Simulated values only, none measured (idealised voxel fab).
This is a process module. Its name is voxel wiring stack.
The cross-section on display is named cut; it measures 270 nm wide, and its cells are 5 nm squares.
Cross-section, as written here: a square-cell grid given band by band from the top down, where a band holds one or more rows of cells.
Band: top height; bottom height; in nm. Then, left to right: material with width in nm, for each material. "all across": a single material spanning edge to edge. "air": empty space.
The level at which height equals 0 is the one under which the wafer, as it arrives, is entirely one material. No lower edge exists for the bottom band, which continues downward and is notated as in "from 0 down".
Note: "30 to 40" means the width goes from the first number (top row of the band) to the second number (bottom row) in equal steps per row of cells.
It should be understood that the words "nothing was modified", when stated for a given step, signify that the cross-section underwent no change in any of its cells during that step.
In the "Closed void list" entry, you get each enclosed empty space of 8 cells or more, one with no open way to the top, written width x height at distance, distance from the left edge, in nm.
Read whatever lies past the settings on a step's line as the simulator's own remark about the step.
overlay nm: mask offset rightward from planned place, masked step; negative means leftward offset.
### Set out below are the planned steps of the process
| 1 | RECEIVE with material Si |
| 2 | CONFORMAL_DEP with material SiO2, thk nm 15 |
| 3 | DIRECTIONAL_DEP with material TiN, thk nm 5 |
| 4 | DIRECTIONAL_DEP with material Ru, thk nm 20 |
| 5 | MASKED_ETCH with tone cover, mask id METAL_1, width nm 25, pitch nm 45, etch materials Ru, depth nm 20, overlay nm 0 |
| 6 | MASKED_ETCH with tone cover, mask id METAL_1, width nm 25, pitch nm 45, etch materials TiN, depth nm 5, overlay nm 0 |
| 7 | CONFORMAL_DEP with material SiCN, thk nm 5 |
| 8 | FILL_DEP with material SiO2, thk nm 10 |
| 9 | CMP with height nm 40 |
| 10 | CONFORMAL_DEP with material SiCN, thk nm 5 |
| 11 | DIRECTIONAL_DEP with material lowk, thk nm 30 |
| 12 | DIRECTIONAL_DEP with material aC, thk nm 10 |
| 13 | PATTERN with tone open, mask id METAL_2_HOLES, material resist, width nm 15, pitch nm 45, thk nm 25, overlay nm 0 |
| 14 | DIRECTIONAL_ETCH with etch materials aC, depth nm 10 |
| 15 | STRIP with etch materials resist |
| 16 | DIRECTIONAL_ETCH with etch materials lowk, depth nm 30 |
| 17 | STRIP with etch materials aC |
| 18 | MASKED_ETCH with tone open, mask id METAL_2, width nm 25, pitch nm 45, etch materials lowk, depth nm 15, overlay nm 0 |
| 19 | MASKED_ETCH with tone open, mask id METAL_2, width nm 25, pitch nm 45, etch materials SiCN, depth nm 5, overlay nm 0 |
| 20 | CONFORMAL_DEP with material TiN, thk nm 5 |
| 21 | FILL_DEP with material Ru, thk nm 10 |
| 22 | CMP with height nm 75 |
| 23 | CONFORMAL_DEP with material SiCN, thk nm 5 |
| 24 | DIRECTIONAL_DEP with material lowk, thk nm 10 |
| 25 | PATTERN with tone open, mask id PLUG_2, material resist, width nm 15, pitch nm 45, thk nm 20, overlay nm 0 |
| 26 | DIRECTIONAL_ETCH with etch materials lowk, depth nm 10 |
| 27 | DIRECTIONAL_ETCH with etch materials SiCN, depth nm 5 |
| 28 | STRIP with etch materials resist |
| 29 | EPI with material Ru, thk nm 10 |
| 30 | EPI with material Ru, thk nm 5 |
| 31 | DIRECTIONAL_DEP with material TiN, thk nm 5 |
| 32 | DIRECTIONAL_DEP with material W, thk nm 25 |
| 33 | MASKED_ETCH with tone cover, mask id METAL_3, width nm 25, pitch nm 45, etch materials W, depth nm 25, overlay nm 0 |
| 34 | MASKED_ETCH with tone cover, mask id METAL_3, width nm 25, pitch nm 45, etch materials TiN, depth nm 5, overlay nm 0 |
| 35 | FILL_DEP with material lowk, thk nm 10 |
| 36 | CMP with height nm 120 |
| 37 | CONFORMAL_DEP with material SiCN, thk nm 5 |
### Shown in cross-section is the wafer as received, that is, as it stands after step 1
- from 0 down | Si all across
- Closed void list: none
### a wafer at the end: this start, this plan, one mistake
- from 125 to 120 | SiCN all across
- from 120 to 95 | 75 nm lowk; 25 nm W; 20 nm lowk; 25 nm W; 20 nm lowk; 25 nm W; 80 nm lowk
- from 95 to 90 | 75 nm lowk; 25 nm TiN; 20 nm lowk; 25 nm TiN; 20 nm lowk; 25 nm TiN; 80 nm lowk
- from 90 to 80 | 75 nm lowk; 15 nm Ru; 30 nm lowk; 15 nm Ru; 30 nm lowk; 15 nm Ru; 90 nm lowk
- from 80 to 75 | 75 nm SiCN; 15 nm Ru; 30 nm SiCN; 15 nm Ru; 30 nm SiCN; 15 nm Ru; 90 nm SiCN
- from 75 to 65 | 75 nm lowk; 5 nm TiN; 15 nm Ru; 5 nm TiN; 20 nm lowk; 5 nm TiN; 15 nm Ru; 5 nm TiN; 20 nm lowk; 5 nm TiN; 15 nm Ru; 5 nm TiN; 80 nm lowk
- from 65 to 60 | 75 nm lowk; 5 nm TiN; 5 nm Ru; 15 nm TiN; 20 nm lowk; 5 nm TiN; 5 nm Ru; 15 nm TiN; 20 nm lowk; 5 nm TiN; 5 nm Ru; 15 nm TiN; 80 nm lowk
- from 60 to 45 | 75 nm lowk; 5 nm TiN; 5 nm Ru; 5 nm TiN; 30 nm lowk; 5 nm TiN; 5 nm Ru; 5 nm TiN; 30 nm lowk; 5 nm TiN; 5 nm Ru; 5 nm TiN; 90 nm lowk
- from 45 to 40 | 75 nm SiCN; 15 nm TiN; 30 nm SiCN; 15 nm TiN; 30 nm SiCN; 15 nm TiN; 90 nm SiCN
- from 40 to 30 | SiO2 all across
- from 30 to 25 | 70 nm SiO2; 35 nm SiCN; 10 nm SiO2; 35 nm SiCN; 10 nm SiO2; 35 nm SiCN; 75 nm SiO2
- from 25 to 5 | 70 nm SiO2; 5 nm SiCN; 25 nm Ru; 5 nm SiCN; 10 nm SiO2; 5 nm SiCN; 25 nm Ru; 5 nm SiCN; 10 nm SiO2; 5 nm SiCN; 25 nm Ru; 5 nm SiCN; 75 nm SiO2
- from 5 to 0 | 75 nm SiCN; 25 nm TiN; 20 nm SiCN; 25 nm TiN; 20 nm SiCN; 25 nm TiN; 80 nm SiCN
- from 0 down | Si all across
- Closed void list: none
Finding, execution versus plan: step 2 was left out
